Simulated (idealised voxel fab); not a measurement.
Title: Process Module voxel self aligned vias
Cross-sectional view cut (width: 275 nm; square cell size: 5 nm).
Reading order for cross-sections: top band down to bottom band. Underlying form: a grid of square cells. Band size: one or more rows of cells.
Within each band entry, the heights of the top and of the bottom of the band appear first, in that order and in nm; the materials of the band then follow from left to right, each with its corresponding width in nm. The designation "all across" on a single material indicates that it fills the band from edge to edge; the designation "air" indicates empty space.
The reference from which all heights are counted is 0, the level beneath which the as-received wafer is entirely one material; the lowest band, having no lower bound, proceeds downward and is written after the example "top 0, no bottom".
Width: "30->40" (first number = top row, second number = bottom row, same change from row to row of cells).
For the purposes of this document, the phrase "nothing altered" attached to a step denotes that no cell within the cross-section was modified by that step.
Each empty space that has no open way to the top and spans at least 8 cells appears under "Enclosed void inventory" as width x height at distance, the distance counted from the left edge, all in nm.
Past the settings on a step's line: simulator remark, on that step.
"overlay nm", when on a step's line for a step with a mask, measures how far to the right of its planned place the mask lay; a negative measure means to the left.

# Steps in the process plan
step 1: op RECEIVE | material Si
step 2: op CONFORMAL_DEP | material SiO2 | thk nm 15
step 3: op CONFORMAL_DEP | material SiCN | thk nm 5
step 4: op DIRECTIONAL_DEP | material lowk | thk nm 20
step 5: op PATTERN | tone open | mask id LINES | material resist | width nm 25 | pitch nm 60 | thk nm 15 | overlay nm 0
step 6: op DIRECTIONAL_ETCH | etch materials lowk | depth nm 20
step 7: op STRIP | etch materials resist
step 8: op CONFORMAL_DEP | material TiN | thk nm 5
step 9: op FILL_DEP | material Ru | thk nm 5
step 10: op CMP | height nm 40
step 11: op SELECTIVE_ETCH | etch materials W Ru TiN | depth nm 10
step 12: op FILL_DEP | material SiN | thk nm 5
step 13: op CMP | height nm 40
step 14: op DIRECTIONAL_DEP | material lowk | thk nm 15
step 15: op PATTERN | tone open | mask id VIAS | material resist | width nm 35 | pitch nm 60 | thk nm 15 | overlay nm 0
step 16: op DIRECTIONAL_ETCH | etch materials lowk | depth nm 15
step 17: op DIRECTIONAL_ETCH | etch materials SiN | depth nm 10
step 18: op STRIP | etch materials resist
step 19: op CONFORMAL_DEP | material TiN | thk nm 5
step 20: op FILL_DEP | material Cu | thk nm 10
step 21: op CMP | height nm 55
step 22: op CONFORMAL_DEP | material SiCN | thk nm 5

# As received (post step 1): cross-section
    top 0, no bottom  Si all across
    Enclosed void inventory: none

# Cross-section, first of two wafers, end of module, run as planned
    top 60, bottom 55  SiCN all across
    top 55, bottom 45  90 nm lowk, then 5 nm TiN, then 25 nm Cu, then 5 nm TiN, then 25 nm lowk, then 5 nm TiN, then 25 nm Cu, then 5 nm TiN, then 90 nm lowk
    top 45, bottom 35  90->95 nm lowk, then 10->5 nm TiN, then 15 nm Cu, then 10->5 nm TiN, then 25->35 nm lowk, then 10->5 nm TiN, then 15 nm Cu, then 10->5 nm TiN, then 90->95 nm lowk
    top 35, bottom 30  95 nm lowk, then 25 nm TiN, then 35 nm lowk, then 25 nm TiN, then 95 nm lowk
    top 30, bottom 25  95 nm lowk, then 5 nm TiN, then 15 nm Ru, then 5 nm TiN, then 35 nm lowk, then 5 nm TiN, then 15 nm Ru, then 5 nm TiN, then 95 nm lowk
    top 25, bottom 20  95 nm lowk, then 25 nm TiN, then 35 nm lowk, then 25 nm TiN, then 95 nm lowk
    top 20, bottom 15  SiCN all across
    top 15, bottom 0  SiO2 all across
    top 0, no bottom  Si all across
    Enclosed void inventory: none

# Cross-sectional image of the second wafer of the two following completion of the module. Starting state and process plan were the same as for the first wafer; one execution error occurred
    top 60, bottom 55  SiCN all across
    top 55, bottom 45  90 nm lowk, then 5 nm TiN, then 25 nm Cu, then 5 nm TiN, then 25 nm lowk, then 5 nm TiN, then 25 nm Cu, then 5 nm TiN, then 90 nm lowk
    top 45, bottom 35  90->95 nm lowk, then 10->5 nm TiN, then 20 nm Cu, then 5 nm TiN, then 25->30 nm lowk, then 10->5 nm TiN, then 20 nm Cu, then 5 nm TiN, then 90 nm lowk
    top 35, bottom 30  95 nm lowk, then 30 nm TiN, then 30 nm lowk, then 30 nm TiN, then 90 nm lowk
    top 30, bottom 25  95 nm lowk, then 5 nm TiN, then 20 nm Ru, then 5 nm TiN, then 30 nm lowk, then 5 nm TiN, then 20 nm Ru, then 5 nm TiN, then 90 nm lowk
    top 25, bottom 20  95 nm lowk, then 30 nm TiN, then 30 nm lowk, then 30 nm TiN, then 90 nm lowk
    top 20, bottom 15  SiCN all across
    top 15, bottom 0  SiO2 all across
    top 0, no bottom  Si all across
    Enclosed void inventory: none
Nonconformance to the process plan: off-plan run, step 5, actual operation and settings op PATTERN | tone open | mask id LINES | material resist | width nm 30 | pitch nm 60 | thk nm 15 | overlay nm 0
FYI, end of process, the second wafer has more or fewer cells of some materials than the first: Cu: 4 more, Ru: 2 more, TiN: 2 more, lowk: 8 fewer
